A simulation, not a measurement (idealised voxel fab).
Title: Process Module voxel transistor to metal
The figure presents cross-section cut, which has a width of 270 nm and is divided into square cells with an edge length of 5 nm.
If you're reading a cross-section in this doc, picture square cells in a grid; it comes to you as bands, top ones listed first down to the bottom, and a band can be one or more rows of cells. Band: top height; bottom height; in nm. Then, left to right: material with width in nm, for each material. "everywhere": a single material spanning edge to edge. "blank": empty space. Convention: height 0 is the level below which the wafer, as received, is all one material. The lowest band does not terminate at the bottom but continues downward, represented as "0 -> down". Note: "30..40" means the width goes from the first number (top row of the band) to the second number (bottom row) in equal steps per row of cells. "no alteration" after a step means that no cell of the cross-section changed. If an empty space has no open way to the top and is at least 8 cells in size, "Unvented internal voids" lists it, written width x height at distance, where distance is measured from the left edge and every value is in nm. Read whatever lies past the settings on a step's line as the simulator's own remark about the step. You can add "overlay nm" to a step's line. For a step with a mask, it describes how far the mask lay to the right of its planned position, and a negative number describes a lay to the left.
plan
1: RECEIVE [material Si]
2: OXIDIZE [depth nm 5]
3: CONFORMAL_DEP [material SiN] [thk nm 15]
4: DIRECTIONAL_DEP [material aC] [thk nm 10]
5: PATTERN [tone cover] [mask id ACTIVE] [material resist] [width nm 105] [pitch nm 125] [thk nm 30] [overlay nm 0]
6: DIRECTIONAL_ETCH [etch materials aC] [depth nm 10]
7: STRIP [etch materials resist]
8: DIRECTIONAL_ETCH [etch materials SiN] [depth nm 15]
9: DIRECTIONAL_ETCH [etch materials SiO2] [depth nm 5]
10: DIRECTIONAL_ETCH [etch materials Si] [depth nm 30]
11: STRIP [etch materials aC]
12: FILL_DEP [material SiO2] [thk nm 10]
13: CMP [height nm 15]
14: SELECTIVE_ETCH [etch materials SiO2] [depth nm 15]
15: STRIP [etch materials SiN]
16: SELECTIVE_ETCH [etch materials SiO2] [depth nm 5]
17: OXIDIZE [depth nm 5]
18: DIRECTIONAL_DEP [material polySi] [thk nm 20]
19: DIRECTIONAL_DEP [material SiCN] [thk nm 15]
20: MASKED_ETCH [tone cover] [mask id GATE] [width nm 25] [pitch nm 125] [etch materials SiCN] [depth nm 25] [overlay nm 0]
21: MASKED_ETCH [tone cover] [mask id GATE] [width nm 25] [pitch nm 125] [etch materials polySi] [depth nm 30] [overlay nm 0]
22: CONFORMAL_DEP [material SiO2] [thk nm 5]
23: DIRECTIONAL_ETCH [etch materials SiO2] [depth nm 5]
24: CONFORMAL_DEP [material SiN] [thk nm 5]
25: DIRECTIONAL_ETCH [etch materials SiN] [depth nm 5]
26: DIRECTIONAL_ETCH [etch materials SiO2] [depth nm 5]
27: EPI [material nSi] [thk nm 5]
28: FILL_DEP [material SiO2] [thk nm 10]
29: CMP [height nm 30]
30: DIRECTIONAL_DEP [material SiO2] [thk nm 15]
31: DIRECTIONAL_DEP [material aC] [thk nm 15]
32: PATTERN [tone open] [mask id CONTACT] [material resist] [width nm 30] [thk nm 35] [overlay nm 0]
33: DIRECTIONAL_ETCH [etch materials aC] [depth nm 15]
34: STRIP [etch materials resist]
35: DIRECTIONAL_ETCH [etch materials SiO2] [depth nm 50]
36: STRIP [etch materials aC]
37: CONFORMAL_DEP [material TiN] [thk nm 5]
38: FILL_DEP [material Ru] [thk nm 10]
39: CMP [height nm 45]
40: DIRECTIONAL_DEP [material TiN] [thk nm 5]
41: DIRECTIONAL_DEP [material W] [thk nm 25]
42: MASKED_ETCH [tone cover] [mask id METAL_1] [width nm 20] [etch materials W] [depth nm 25] [overlay nm 0]
43: MASKED_ETCH [tone cover] [mask id METAL_1] [width nm 20] [etch materials TiN] [depth nm 5] [overlay nm 0]
44: FILL_DEP [material lowk] [thk nm 5]
45: CMP [height nm 75]
46: CONFORMAL_DEP [material SiN] [thk nm 5]
The first wafer of two, processed as planned
Cross-section of the incoming wafer, state after step 1
* 0 -> down = Si everywhere
* Unvented internal voids: none
Wafer xsec, post step 2
* 0 -> -5 = SiO2 everywhere
* below -5: unchanged
Wafer xsec, post step 3
* 15 -> 0 = SiN everywhere
* below 0: unchanged
Wafer xsec, post step 4
* 25 -> 15 = aC everywhere
* below 15: unchanged
Wafer xsec, post step 5
* 55 -> 25 = 20 nm blank / 105 nm resist / 20 nm blank / 105 nm resist / 20 nm blank
* below 25: unchanged
Wafer xsec, post step 6
* 45 -> 25 = 20 nm blank / 105 nm resist / 20 nm blank / 105 nm resist / 20 nm blank
* 25 -> 15 = 20 nm blank / 105 nm aC / 20 nm blank / 105 nm aC / 20 nm blank
* below 15: unchanged
Wafer xsec, post step 7
* 25 -> 15 = 20 nm blank / 105 nm aC / 20 nm blank / 105 nm aC / 20 nm blank
* below 15: unchanged
Wafer xsec, post step 8
* 25 -> 15 = 20 nm blank / 105 nm aC / 20 nm blank / 105 nm aC / 20 nm blank
* 15 -> 0 = 20 nm blank / 105 nm SiN / 20 nm blank / 105 nm SiN / 20 nm blank
* below 0: unchanged
Wafer xsec, post step 9
* 25 -> 15 = 20 nm blank / 105 nm aC / 20 nm blank / 105 nm aC / 20 nm blank
* 15 -> 0 = 20 nm blank / 105 nm SiN / 20 nm blank / 105 nm SiN / 20 nm blank
* 0 -> -5 = 20 nm blank / 105 nm SiO2 / 20 nm blank / 105 nm SiO2 / 20 nm blank
* below -5: unchanged
Wafer xsec, post step 10
* 25 -> 15 = 20 nm blank / 105 nm aC / 20 nm blank / 105 nm aC / 20 nm blank
* 15 -> 0 = 20 nm blank / 105 nm SiN / 20 nm blank / 105 nm SiN / 20 nm blank
* 0 -> -5 = 20 nm blank / 105 nm SiO2 / 20 nm blank / 105 nm SiO2 / 20 nm blank
* -5 -> -35 = 20 nm blank / 105 nm Si / 20 nm blank / 105 nm Si / 20 nm blank
* below -35: unchanged
Wafer xsec, post step 11
* 15 -> 0 = 20 nm blank / 105 nm SiN / 20 nm blank / 105 nm SiN / 20 nm blank
* below 0: unchanged
Wafer xsec, post step 12
* 25 -> 15 = SiO2 everywhere
* 15 -> 0 = 20 nm SiO2 / 105 nm SiN / 20 nm SiO2 / 105 nm SiN / 20 nm SiO2
* 0 -> -5 = SiO2 everywhere
* -5 -> -35 = 20 nm SiO2 / 105 nm Si / 20 nm SiO2 / 105 nm Si / 20 nm SiO2
* below -35: unchanged
Wafer xsec, post step 13
* 15 -> 0 = 20 nm SiO2 / 105 nm SiN / 20 nm SiO2 / 105 nm SiN / 20 nm SiO2
* below 0: unchanged
Wafer xsec, post step 14
* 15 -> 0 = 20 nm blank / 105 nm SiN / 20 nm blank / 105 nm SiN / 20 nm blank
* below 0: unchanged
Wafer xsec, post step 15
* 0 -> -5 = SiO2 everywhere
* below -5: unchanged
Wafer xsec, post step 16
* -5 -> -35 = 20 nm SiO2 / 105 nm Si / 20 nm SiO2 / 105 nm Si / 20 nm SiO2
* below -35: unchanged
Wafer xsec, post step 17
* -5 -> -10 = SiO2 everywhere
* below -10: unchanged
Wafer xsec, post step 18
* 15 -> -5 = polySi everywhere
* below -5: unchanged
Wafer xsec, post step 19
* 30 -> 15 = SiCN everywhere
* below 15: unchanged
Wafer xsec, post step 20
* 30 -> 15 = 60 nm blank / 25 nm SiCN / 100 nm blank / 25 nm SiCN / 60 nm blank
* below 15: unchanged
Wafer xsec, post step 21
* 30 -> 15 = 60 nm blank / 25 nm SiCN / 100 nm blank / 25 nm SiCN / 60 nm blank
* 15 -> -5 = 60 nm blank / 25 nm polySi / 100 nm blank / 25 nm polySi / 60 nm blank
* below -5: unchanged
Wafer xsec, post step 22
* 35 -> 30 = 55 nm blank / 35 nm SiO2 / 90 nm blank / 35 nm SiO2 / 55 nm blank
* 30 -> 15 = 55 nm blank / 5 nm SiO2 / 25 nm SiCN / 5 nm SiO2 / 90 nm blank / 5 nm SiO2 / 25 nm SiCN / 5 nm SiO2 / 55 nm blank
* 15 -> 0 = 55 nm blank / 5 nm SiO2 / 25 nm polySi / 5 nm SiO2 / 90 nm blank / 5 nm SiO2 / 25 nm polySi / 5 nm SiO2 / 55 nm blank
* 0 -> -5 = 60 nm SiO2 / 25 nm polySi / 100 nm SiO2 / 25 nm polySi / 60 nm SiO2
* below -5: unchanged
Wafer xsec, post step 23
* 30 -> 15 = 55 nm blank / 5 nm SiO2 / 25 nm SiCN / 5 nm SiO2 / 90 nm blank / 5 nm SiO2 / 25 nm SiCN / 5 nm SiO2 / 55 nm blank
* 15 -> -5 = 55 nm blank / 5 nm SiO2 / 25 nm polySi / 5 nm SiO2 / 90 nm blank / 5 nm SiO2 / 25 nm polySi / 5 nm SiO2 / 55 nm blank
* below -5: unchanged
Wafer xsec, post step 24
* 35 -> 30 = 50 nm blank / 45 nm SiN / 80 nm blank / 45 nm SiN / 50 nm blank
* 30 -> 15 = 50 nm blank / 5 nm SiN / 5 nm SiO2 / 25 nm SiCN / 5 nm SiO2 / 5 nm SiN / 80 nm blank / 5 nm SiN / 5 nm SiO2 / 25 nm SiCN / 5 nm SiO2 / 5 nm SiN / 50 nm blank
* 15 -> 0 = 50 nm blank / 5 nm SiN / 5 nm SiO2 / 25 nm polySi / 5 nm SiO2 / 5 nm SiN / 80 nm blank / 5 nm SiN / 5 nm SiO2 / 25 nm polySi / 5 nm SiO2 / 5 nm SiN / 50 nm blank
* 0 -> -5 = 55 nm SiN / 5 nm SiO2 / 25 nm polySi / 5 nm SiO2 / 90 nm SiN / 5 nm SiO2 / 25 nm polySi / 5 nm SiO2 / 55 nm SiN
* below -5: unchanged
Wafer xsec, post step 25
* 30 -> 15 = 50 nm blank / 5 nm SiN / 5 nm SiO2 / 25 nm SiCN / 5 nm SiO2 / 5 nm SiN / 80 nm blank / 5 nm SiN / 5 nm SiO2 / 25 nm SiCN / 5 nm SiO2 / 5 nm SiN / 50 nm blank
* 15 -> -5 = 50 nm blank / 5 nm SiN / 5 nm SiO2 / 25 nm polySi / 5 nm SiO2 / 5 nm SiN / 80 nm blank / 5 nm SiN / 5 nm SiO2 / 25 nm polySi / 5 nm SiO2 / 5 nm SiN / 50 nm blank
* below -5: unchanged
Wafer xsec, post step 26
* 30 -> 25 = 50 nm blank / 5 nm SiN / 5 nm blank / 25 nm SiCN / 5 nm blank / 5 nm SiN / 80 nm blank / 5 nm SiN / 5 nm blank / 25 nm SiCN / 5 nm blank / 5 nm SiN / 50 nm blank
* 25 -> 15 = 50 nm blank / 5 nm SiN / 5 nm SiO2 / 25 nm SiCN / 5 nm SiO2 / 5 nm SiN / 80 nm blank / 5 nm SiN / 5 nm SiO2 / 25 nm SiCN / 5 nm SiO2 / 5 nm SiN / 50 nm blank
* 15 -> -5 = 50 nm blank / 5 nm SiN / 5 nm SiO2 / 25 nm polySi / 5 nm SiO2 / 5 nm SiN / 80 nm blank / 5 nm SiN / 5 nm SiO2 / 25 nm polySi / 5 nm SiO2 / 5 nm SiN / 50 nm blank
* -5 -> -10 = 50 nm blank / 45 nm SiO2 / 80 nm blank / 45 nm SiO2 / 50 nm blank
* below -10: unchanged
Wafer xsec, post step 27
* 30 -> 25 = 50 nm blank / 5 nm SiN / 5 nm blank / 25 nm SiCN / 5 nm blank / 5 nm SiN / 80 nm blank / 5 nm SiN / 5 nm blank / 25 nm SiCN / 5 nm blank / 5 nm SiN / 50 nm blank
* 25 -> 15 = 50 nm blank / 5 nm SiN / 5 nm SiO2 / 25 nm SiCN / 5 nm SiO2 / 5 nm SiN / 80 nm blank / 5 nm SiN / 5 nm SiO2 / 25 nm SiCN / 5 nm SiO2 / 5 nm SiN / 50 nm blank
* 15 -> -5 = 50 nm blank / 5 nm SiN / 5 nm SiO2 / 25 nm polySi / 5 nm SiO2 / 5 nm SiN / 80 nm blank / 5 nm SiN / 5 nm SiO2 / 25 nm polySi / 5 nm SiO2 / 5 nm SiN / 50 nm blank
* -5 -> -10 = 15 nm blank / 35 nm nSi / 45 nm SiO2 / 35 nm nSi / 10 nm blank / 35 nm nSi / 45 nm SiO2 / 35 nm nSi / 15 nm blank
* below -10: unchanged
Wafer xsec, post step 28
* 40 -> 30 = SiO2 everywhere
* 30 -> 15 = 50 nm SiO2 / 5 nm SiN / 5 nm SiO2 / 25 nm SiCN / 5 nm SiO2 / 5 nm SiN / 80 nm SiO2 / 5 nm SiN / 5 nm SiO2 / 25 nm SiCN / 5 nm SiO2 / 5 nm SiN / 50 nm SiO2
* 15 -> -5 = 50 nm SiO2 / 5 nm SiN / 5 nm SiO2 / 25 nm polySi / 5 nm SiO2 / 5 nm SiN / 80 nm SiO2 / 5 nm SiN / 5 nm SiO2 / 25 nm polySi / 5 nm SiO2 / 5 nm SiN / 50 nm SiO2
* -5 -> -10 = 15 nm SiO2 / 35 nm nSi / 45 nm SiO2 / 35 nm nSi / 10 nm SiO2 / 35 nm nSi / 45 nm SiO2 / 35 nm nSi / 15 nm SiO2
* below -10: unchanged
Wafer xsec, post step 29
* 30 -> 15 = 50 nm SiO2 / 5 nm SiN / 5 nm SiO2 / 25 nm SiCN / 5 nm SiO2 / 5 nm SiN / 80 nm SiO2 / 5 nm SiN / 5 nm SiO2 / 25 nm SiCN / 5 nm SiO2 / 5 nm SiN / 50 nm SiO2
* below 15: unchanged
Wafer xsec, post step 30
* 45 -> 30 = SiO2 everywhere
* below 30: unchanged
Wafer xsec, post step 31
* 60 -> 45 = aC everywhere
* below 45: unchanged
Wafer xsec, post step 32
* 95 -> 60 = 25 nm resist / 30 nm blank / 35 nm resist / 30 nm blank / 30 nm resist / 30 nm blank / 35 nm resist / 30 nm blank / 25 nm resist
* below 60: unchanged
Wafer xsec, post step 33
* 80 -> 60 = 25 nm resist / 30 nm blank / 35 nm resist / 30 nm blank / 30 nm resist / 30 nm blank / 35 nm resist / 30 nm blank / 25 nm resist
* 60 -> 45 = 25 nm aC / 30 nm blank / 35 nm aC / 30 nm blank / 30 nm aC / 30 nm blank / 35 nm aC / 30 nm blank / 25 nm aC
* below 45: unchanged
Wafer xsec, post step 34
* 60 -> 45 = 25 nm aC / 30 nm blank / 35 nm aC / 30 nm blank / 30 nm aC / 30 nm blank / 35 nm aC / 30 nm blank / 25 nm aC
* below 45: unchanged
Wafer xsec, post step 35
* 60 -> 45 = 25 nm aC / 30 nm blank / 35 nm aC / 30 nm blank / 30 nm aC / 30 nm blank / 35 nm aC / 30 nm blank / 25 nm aC
* 45 -> 30 = 25 nm SiO2 / 30 nm blank / 35 nm SiO2 / 30 nm blank / 30 nm SiO2 / 30 nm blank / 35 nm SiO2 / 30 nm blank / 25 nm SiO2
* 30 -> 15 = 25 nm SiO2 / 25 nm blank / 5 nm SiN / 5 nm SiO2 / 25 nm SiCN / 5 nm SiO2 / 5 nm SiN / 25 nm blank / 30 nm SiO2 / 25 nm blank / 5 nm SiN / 5 nm SiO2 / 25 nm SiCN / 5 nm SiO2 / 5 nm SiN / 25 nm blank / 25 nm SiO2
* 15 -> -5 = 25 nm SiO2 / 25 nm blank / 5 nm SiN / 5 nm SiO2 / 25 nm polySi / 5 nm SiO2 / 5 nm SiN / 25 nm blank / 30 nm SiO2 / 25 nm blank / 5 nm SiN / 5 nm SiO2 / 25 nm polySi / 5 nm SiO2 / 5 nm SiN / 25 nm blank / 25 nm SiO2
* below -5: unchanged
Wafer xsec, post step 36
* 45 -> 30 = 25 nm SiO2 / 30 nm blank / 35 nm SiO2 / 30 nm blank / 30 nm SiO2 / 30 nm blank / 35 nm SiO2 / 30 nm blank / 25 nm SiO2
* below 30: unchanged
Wafer xsec, post step 37
* 50 -> 45 = 30 nm TiN / 20 nm blank / 45 nm TiN / 20 nm blank / 40 nm TiN / 20 nm blank / 45 nm TiN / 20 nm blank / 30 nm TiN
* 45 -> 35 = 25 nm SiO2 / 5 nm TiN / 20 nm blank / 5 nm TiN / 35 nm SiO2 / 5 nm TiN / 20 nm blank / 5 nm TiN / 30 nm SiO2 / 5 nm TiN / 20 nm blank / 5 nm TiN / 35 nm SiO2 / 5 nm TiN / 20 nm blank / 5 nm TiN / 25 nm SiO2
* 35 -> 30 = 25 nm SiO2 / 5 nm TiN / 15 nm blank / 10 nm TiN / 35 nm SiO2 / 10 nm TiN / 15 nm blank / 5 nm TiN / 30 nm SiO2 / 5 nm TiN / 15 nm blank / 10 nm TiN / 35 nm SiO2 / 10 nm TiN / 15 nm blank / 5 nm TiN / 25 nm SiO2
* 30 -> 15 = 25 nm SiO2 / 5 nm TiN / 15 nm blank / 5 nm TiN / 5 nm SiN / 5 nm SiO2 / 25 nm SiCN / 5 nm SiO2 / 5 nm SiN / 5 nm TiN / 15 nm blank / 5 nm TiN / 30 nm SiO2 / 5 nm TiN / 15 nm blank / 5 nm TiN / 5 nm SiN / 5 nm SiO2 / 25 nm SiCN / 5 nm SiO2 / 5 nm SiN / 5 nm TiN / 15 nm blank / 5 nm TiN / 25 nm SiO2
* 15 -> 0 = 25 nm SiO2 / 5 nm TiN / 15 nm blank / 5 nm TiN / 5 nm SiN / 5 nm SiO2 / 25 nm polySi / 5 nm SiO2 / 5 nm SiN / 5 nm TiN / 15 nm blank / 5 nm TiN / 30 nm SiO2 / 5 nm TiN / 15 nm blank / 5 nm TiN / 5 nm SiN / 5 nm SiO2 / 25 nm polySi / 5 nm SiO2 / 5 nm SiN / 5 nm TiN / 15 nm blank / 5 nm TiN / 25 nm SiO2
* 0 -> -5 = 25 nm SiO2 / 25 nm TiN / 5 nm SiN / 5 nm SiO2 / 25 nm polySi / 5 nm SiO2 / 5 nm SiN / 25 nm TiN / 30 nm SiO2 / 25 nm TiN / 5 nm SiN / 5 nm SiO2 / 25 nm polySi / 5 nm SiO2 / 5 nm SiN / 25 nm TiN / 25 nm SiO2
* below -5: unchanged
Wafer xsec, post step 38
* 60 -> 50 = Ru everywhere
* 50 -> 45 = 30 nm TiN / 20 nm Ru / 45 nm TiN / 20 nm Ru / 40 nm TiN / 20 nm Ru / 45 nm TiN / 20 nm Ru / 30 nm TiN
* 45 -> 35 = 25 nm SiO2 / 5 nm TiN / 20 nm Ru / 5 nm TiN / 35 nm SiO2 / 5 nm TiN / 20 nm Ru / 5 nm TiN / 30 nm SiO2 / 5 nm TiN / 20 nm Ru / 5 nm TiN / 35 nm SiO2 / 5 nm TiN / 20 nm Ru / 5 nm TiN / 25 nm SiO2
* 35 -> 30 = 25 nm SiO2 / 5 nm TiN / 15 nm Ru / 10 nm TiN / 35 nm SiO2 / 10 nm TiN / 15 nm Ru / 5 nm TiN / 30 nm SiO2 / 5 nm TiN / 15 nm Ru / 10 nm TiN / 35 nm SiO2 / 10 nm TiN / 15 nm Ru / 5 nm TiN / 25 nm SiO2
* 30 -> 15 = 25 nm SiO2 / 5 nm TiN / 15 nm Ru / 5 nm TiN / 5 nm SiN / 5 nm SiO2 / 25 nm SiCN / 5 nm SiO2 / 5 nm SiN / 5 nm TiN / 15 nm Ru / 5 nm TiN / 30 nm SiO2 / 5 nm TiN / 15 nm Ru / 5 nm TiN / 5 nm SiN / 5 nm SiO2 / 25 nm SiCN / 5 nm SiO2 / 5 nm SiN / 5 nm TiN / 15 nm Ru / 5 nm TiN / 25 nm SiO2
* 15 -> 0 = 25 nm SiO2 / 5 nm TiN / 15 nm Ru / 5 nm TiN / 5 nm SiN / 5 nm SiO2 / 25 nm polySi / 5 nm SiO2 / 5 nm SiN / 5 nm TiN / 15 nm Ru / 5 nm TiN / 30 nm SiO2 / 5 nm TiN / 15 nm Ru / 5 nm TiN / 5 nm SiN / 5 nm SiO2 / 25 nm polySi / 5 nm SiO2 / 5 nm SiN / 5 nm TiN / 15 nm Ru / 5 nm TiN / 25 nm SiO2
* below 0: unchanged
Wafer xsec, post step 39
* 45 -> 35 = 25 nm SiO2 / 5 nm TiN / 20 nm Ru / 5 nm TiN / 35 nm SiO2 / 5 nm TiN / 20 nm Ru / 5 nm TiN / 30 nm SiO2 / 5 nm TiN / 20 nm Ru / 5 nm TiN / 35 nm SiO2 / 5 nm TiN / 20 nm Ru / 5 nm TiN / 25 nm SiO2
* below 35: unchanged
Wafer xsec, post step 40
* 50 -> 45 = TiN everywhere
* below 45: unchanged
Wafer xsec, post step 41
* 75 -> 50 = W everywhere
* below 50: unchanged
Wafer xsec, post step 42
* 75 -> 50 = 25 nm blank / 20 nm W / 55 nm blank / 20 nm W / 30 nm blank / 20 nm W / 55 nm blank / 20 nm W / 25 nm blank
* below 50: unchanged
Wafer xsec, post step 43
* 75 -> 50 = 25 nm blank / 20 nm W / 55 nm blank / 20 nm W / 30 nm blank / 20 nm W / 55 nm blank / 20 nm W / 25 nm blank
* 50 -> 45 = 25 nm blank / 20 nm TiN / 55 nm blank / 20 nm TiN / 30 nm blank / 20 nm TiN / 55 nm blank / 20 nm TiN / 25 nm blank
* below 45: unchanged
Wafer xsec, post step 44
* 80 -> 75 = lowk everywhere
* 75 -> 50 = 25 nm lowk / 20 nm W / 55 nm lowk / 20 nm W / 30 nm lowk / 20 nm W / 55 nm lowk / 20 nm W / 25 nm lowk
* 50 -> 45 = 25 nm lowk / 20 nm TiN / 55 nm lowk / 20 nm TiN / 30 nm lowk / 20 nm TiN / 55 nm lowk / 20 nm TiN / 25 nm lowk
* below 45: unchanged
Wafer xsec, post step 45
* 75 -> 50 = 25 nm lowk / 20 nm W / 55 nm lowk / 20 nm W / 30 nm lowk / 20 nm W / 55 nm lowk / 20 nm W / 25 nm lowk
* below 50: unchanged
Wafer xsec, post step 46
* 80 -> 75 = SiN everywhere
* below 75: unchanged
Regarding the second of the two wafers: it shared the first wafer's starting condition and process plan, yet one error occurred during its execution. Its history coincides with that of the first wafer up to and including step 31
Cross-section of the second wafer at the time by which step 32 should have been completed according to the plan
* 95 -> 60 = 25 nm blank / 30 nm resist / 35 nm blank / 30 nm resist / 30 nm blank / 30 nm resist / 35 nm blank / 30 nm resist / 25 nm blank
* below 60: unchanged
Cross-section of the second wafer at the time by which step 33 should have been completed according to the plan
* 80 -> 60 = 25 nm blank / 30 nm resist / 35 nm blank / 30 nm resist / 30 nm blank / 30 nm resist / 35 nm blank / 30 nm resist / 25 nm blank
* 60 -> 45 = 25 nm blank / 30 nm aC / 35 nm blank / 30 nm aC / 30 nm blank / 30 nm aC / 35 nm blank / 30 nm aC / 25 nm blank
* below 45: unchanged
Cross-section of the second wafer at the time by which step 34 should have been completed according to the plan
* 60 -> 45 = 25 nm blank / 30 nm aC / 35 nm blank / 30 nm aC / 30 nm blank / 30 nm aC / 35 nm blank / 30 nm aC / 25 nm blank
* below 45: unchanged
Cross-section of the second wafer at the time by which step 35 should have been completed according to the plan
* 60 -> 45 = 25 nm blank / 30 nm aC / 35 nm blank / 30 nm aC / 30 nm blank / 30 nm aC / 35 nm blank / 30 nm aC / 25 nm blank
* 45 -> 30 = 25 nm blank / 30 nm SiO2 / 35 nm blank / 30 nm SiO2 / 30 nm blank / 30 nm SiO2 / 35 nm blank / 30 nm SiO2 / 25 nm blank
* 30 -> 15 = 25 nm blank / 25 nm SiO2 / 5 nm SiN / 5 nm blank / 25 nm SiCN / 5 nm blank / 5 nm SiN / 25 nm SiO2 / 30 nm blank / 25 nm SiO2 / 5 nm SiN / 5 nm blank / 25 nm SiCN / 5 nm blank / 5 nm SiN / 25 nm SiO2 / 25 nm blank
* 15 -> -5 = 25 nm blank / 25 nm SiO2 / 5 nm SiN / 5 nm blank / 25 nm polySi / 5 nm blank / 5 nm SiN / 25 nm SiO2 / 30 nm blank / 25 nm SiO2 / 5 nm SiN / 5 nm blank / 25 nm polySi / 5 nm blank / 5 nm SiN / 25 nm SiO2 / 25 nm blank
* below -5: unchanged
Cross-section of the second wafer at the time by which step 36 should have been completed according to the plan
* 45 -> 30 = 25 nm blank / 30 nm SiO2 / 35 nm blank / 30 nm SiO2 / 30 nm blank / 30 nm SiO2 / 35 nm blank / 30 nm SiO2 / 25 nm blank
* below 30: unchanged
Cross-section of the second wafer at the time by which step 37 should have been completed according to the plan
* 50 -> 45 = 20 nm blank / 40 nm TiN / 25 nm blank / 40 nm TiN / 20 nm blank / 40 nm TiN / 25 nm blank / 40 nm TiN / 20 nm blank
* 45 -> 35 = 20 nm blank / 5 nm TiN / 30 nm SiO2 / 5 nm TiN / 25 nm blank / 5 nm TiN / 30 nm SiO2 / 5 nm TiN / 20 nm blank / 5 nm TiN / 30 nm SiO2 / 5 nm TiN / 25 nm blank / 5 nm TiN / 30 nm SiO2 / 5 nm TiN / 20 nm blank
* 35 -> 30 = 20 nm blank / 5 nm TiN / 30 nm SiO2 / 35 nm TiN / 30 nm SiO2 / 5 nm TiN / 20 nm blank / 5 nm TiN / 30 nm SiO2 / 35 nm TiN / 30 nm SiO2 / 5 nm TiN / 20 nm blank
* 30 -> 15 = 20 nm blank / 5 nm TiN / 25 nm SiO2 / 5 nm SiN / 5 nm TiN / 25 nm SiCN / 5 nm TiN / 5 nm SiN / 25 nm SiO2 / 5 nm TiN / 20 nm blank / 5 nm TiN / 25 nm SiO2 / 5 nm SiN / 5 nm TiN / 25 nm SiCN / 5 nm TiN / 5 nm SiN / 25 nm SiO2 / 5 nm TiN / 20 nm blank
* 15 -> 0 = 20 nm blank / 5 nm TiN / 25 nm SiO2 / 5 nm SiN / 5 nm TiN / 25 nm polySi / 5 nm TiN / 5 nm SiN / 25 nm SiO2 / 5 nm TiN / 20 nm blank / 5 nm TiN / 25 nm SiO2 / 5 nm SiN / 5 nm TiN / 25 nm polySi / 5 nm TiN / 5 nm SiN / 25 nm SiO2 / 5 nm TiN / 20 nm blank
* 0 -> -5 = 25 nm TiN / 25 nm SiO2 / 5 nm SiN / 5 nm TiN / 25 nm polySi / 5 nm TiN / 5 nm SiN / 25 nm SiO2 / 30 nm TiN / 25 nm SiO2 / 5 nm SiN / 5 nm TiN / 25 nm polySi / 5 nm TiN / 5 nm SiN / 25 nm SiO2 / 25 nm TiN
* below -5: unchanged
Cross-section of the second wafer at the time by which step 38 should have been completed according to the plan
* 60 -> 50 = Ru everywhere
* 50 -> 45 = 20 nm Ru / 40 nm TiN / 25 nm Ru / 40 nm TiN / 20 nm Ru / 40 nm TiN / 25 nm Ru / 40 nm TiN / 20 nm Ru
* 45 -> 35 = 20 nm Ru / 5 nm TiN / 30 nm SiO2 / 5 nm TiN / 25 nm Ru / 5 nm TiN / 30 nm SiO2 / 5 nm TiN / 20 nm Ru / 5 nm TiN / 30 nm SiO2 / 5 nm TiN / 25 nm Ru / 5 nm TiN / 30 nm SiO2 / 5 nm TiN / 20 nm Ru
* 35 -> 30 = 20 nm Ru / 5 nm TiN / 30 nm SiO2 / 35 nm TiN / 30 nm SiO2 / 5 nm TiN / 20 nm Ru / 5 nm TiN / 30 nm SiO2 / 35 nm TiN / 30 nm SiO2 / 5 nm TiN / 20 nm Ru
* 30 -> 15 = 20 nm Ru / 5 nm TiN / 25 nm SiO2 / 5 nm SiN / 5 nm TiN / 25 nm SiCN / 5 nm TiN / 5 nm SiN / 25 nm SiO2 / 5 nm TiN / 20 nm Ru / 5 nm TiN / 25 nm SiO2 / 5 nm SiN / 5 nm TiN / 25 nm SiCN / 5 nm TiN / 5 nm SiN / 25 nm SiO2 / 5 nm TiN / 20 nm Ru
* 15 -> 0 = 20 nm Ru / 5 nm TiN / 25 nm SiO2 / 5 nm SiN / 5 nm TiN / 25 nm polySi / 5 nm TiN / 5 nm SiN / 25 nm SiO2 / 5 nm TiN / 20 nm Ru / 5 nm TiN / 25 nm SiO2 / 5 nm SiN / 5 nm TiN / 25 nm polySi / 5 nm TiN / 5 nm SiN / 25 nm SiO2 / 5 nm TiN / 20 nm Ru
* below 0: unchanged
Cross-section of the second wafer at the time by which step 39 should have been completed according to the plan
* 45 -> 35 = 20 nm Ru / 5 nm TiN / 30 nm SiO2 / 5 nm TiN / 25 nm Ru / 5 nm TiN / 30 nm SiO2 / 5 nm TiN / 20 nm Ru / 5 nm TiN / 30 nm SiO2 / 5 nm TiN / 25 nm Ru / 5 nm TiN / 30 nm SiO2 / 5 nm TiN / 20 nm Ru
* below 35: unchanged
Cross-section of the second wafer at the time by which step 40 should have been completed according to the plan
* 50 -> 45 = TiN everywhere
* below 45: unchanged
Cross-section of the second wafer at the time by which step 41 should have been completed according to the plan
* 75 -> 50 = W everywhere
* below 50: unchanged
Cross-section of the second wafer at the time by which step 42 should have been completed according to the plan
* 75 -> 50 = 25 nm blank / 20 nm W / 55 nm blank / 20 nm W / 30 nm blank / 20 nm W / 55 nm blank / 20 nm W / 25 nm blank
* below 50: unchanged
Cross-section of the second wafer at the time by which step 43 should have been completed according to the plan
* 75 -> 50 = 25 nm blank / 20 nm W / 55 nm blank / 20 nm W / 30 nm blank / 20 nm W / 55 nm blank / 20 nm W / 25 nm blank
* 50 -> 45 = 25 nm blank / 20 nm TiN / 55 nm blank / 20 nm TiN / 30 nm blank / 20 nm TiN / 55 nm blank / 20 nm TiN / 25 nm blank
* below 45: unchanged
Cross-section of the second wafer at the time by which step 44 should have been completed according to the plan
* 80 -> 75 = lowk everywhere
* 75 -> 50 = 25 nm lowk / 20 nm W / 55 nm lowk / 20 nm W / 30 nm lowk / 20 nm W / 55 nm lowk / 20 nm W / 25 nm lowk
* 50 -> 45 = 25 nm lowk / 20 nm TiN / 55 nm lowk / 20 nm TiN / 30 nm lowk / 20 nm TiN / 55 nm lowk / 20 nm TiN / 25 nm lowk
* below 45: unchanged
Cross-section of the second wafer at the time by which step 45 should have been completed according to the plan
* 75 -> 50 = 25 nm lowk / 20 nm W / 55 nm lowk / 20 nm W / 30 nm lowk / 20 nm W / 55 nm lowk / 20 nm W / 25 nm lowk
* below 50: unchanged
Cross-section of the second wafer at the time by which step 46 should have been completed according to the plan
* 80 -> 75 = SiN everywhere
* below 75: unchanged
What went wrong in running the wafer? note that step 32 departed from the planned setting and was carried out as PATTERN [tone cover] [mask id CONTACT] [material resist] [width nm 30] [thk nm 35] [overlay nm 0]
End check, counted in cells, second wafer has more or fewer of these materials than the first: 12 more of Ru; 18 fewer of SiO2; 6 more of TiN
